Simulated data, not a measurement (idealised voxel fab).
process module | voxel gate over fins
cross-section cut | 300 nm wide | cells 5 nm
A cross-section is a grid of square cells, given in bands from the top down. A band is one or more rows of cells.
Each band's line starts with the height of the band's top and of its bottom, in nm. Then come its materials from left to right, each with its width in nm. One material with "throughout" fills the band from edge to edge. "air" is empty space.
Height 0 is the level under which the wafer as received is all one material. The lowest band goes on downwards, as in "0 down".
A width such as "30 to 40" changes by the same amount from each row of cells to the next, from the band's top row to its bottom row.
"no change" after a step means that no cell of the cross-section changed.
closed voids: empty space of 8 cells or more with no open way to the top, each as width x height at its distance from the left edge, in nm
after a step's settings: what the simulator itself notes on the step
overlay nm, on a step with a mask: how far to the right of its planned place the mask lay; to the left if negative
plan
1 op RECEIVE | material Si
2 op CONFORMAL_DEP | material SiN | thk nm 5
3 op MASKED_ETCH | tone cover | mask id FINS | width nm 15 | pitch nm 40 | etch materials SiN | depth nm 5 | overlay nm 0
4 op MASKED_ETCH | tone cover | mask id FINS | width nm 15 | pitch nm 40 | etch materials Si | depth nm 40 | overlay nm 0
5 op OXIDIZE | depth nm 5
6 op FILL_DEP | material SiO2 | thk nm 15
7 op CMP | height nm 5
8 op SELECTIVE_ETCH | etch materials SiO2 | depth nm 20
9 op STRIP | etch materials SiN
10 op CONFORMAL_DEP | material HfO2 | thk nm 5
11 op CONFORMAL_DEP | material TiN | thk nm 5
12 op FILL_DEP | material W | thk nm 15
13 op CMP | height nm 20
14 op CONFORMAL_DEP | material SiN | thk nm 5
varied across the wafers: thk nm of step 2. The plan shows the first wafer's value. All wafers start alike
first wafer as received, after step 1
  0 down: Si throughout
  closed voids: none
first wafer at the end, after step 14
  25 to 20: SiN throughout
  20 to 10: W throughout
  10 to 5: W 95 | TiN 25 | W 15 | TiN 25 | W 15 | TiN 25 | W 100
  5 to 0: W 95 | TiN 5 | HfO2 15 | TiN 5 | W 15 | TiN 5 | HfO2 15 | TiN 5 | W 15 | TiN 5 | HfO2 15 | TiN 5 | W 100
  0 to -5: W 95 | TiN 5 | HfO2 5 | Si 5 | HfO2 5 | TiN 5 | W 15 | TiN 5 | HfO2 5 | Si 5 | HfO2 5 | TiN 5 | W 15 | TiN 5 | HfO2 5 | Si 5 | HfO2 5 | TiN 5 | W 100
  -5 to -10: TiN 100 | HfO2 5 | Si 5 | HfO2 5 | TiN 25 | HfO2 5 | Si 5 | HfO2 5 | TiN 25 | HfO2 5 | Si 5 | HfO2 5 | TiN 105
  -10 to -15: HfO2 105 | Si 5 | HfO2 35 | Si 5 | HfO2 35 | Si 5 | HfO2 110
  -15 to -45: SiO2 105 | Si 5 | SiO2 35 | Si 5 | SiO2 35 | Si 5 | SiO2 110
  -45 down: Si throughout
  closed voids: none
last wafer at the end
  25 to 20: SiN throughout
  20 to 10: W throughout
  10 to 5: TiN throughout
  5 to 0: HfO2 throughout
  0 down: Si throughout
  closed voids: none
each wafer at the end: cells of each material gained (+) or lost (-) since it was received, then its closed voids
thk nm 5 | +78 HfO2 | -513 Si | +60 SiN | +342 SiO2 | +78 TiN | +255 W | closed voids: none
thk nm 10 | +60 HfO2 | +60 SiN | +60 TiN | +120 W | closed voids: none
thk nm 15 | +60 HfO2 | +60 SiN | +60 TiN | +120 W | closed voids: none
thk nm 20 | +60 HfO2 | +60 SiN | +60 TiN | +120 W | closed voids: none
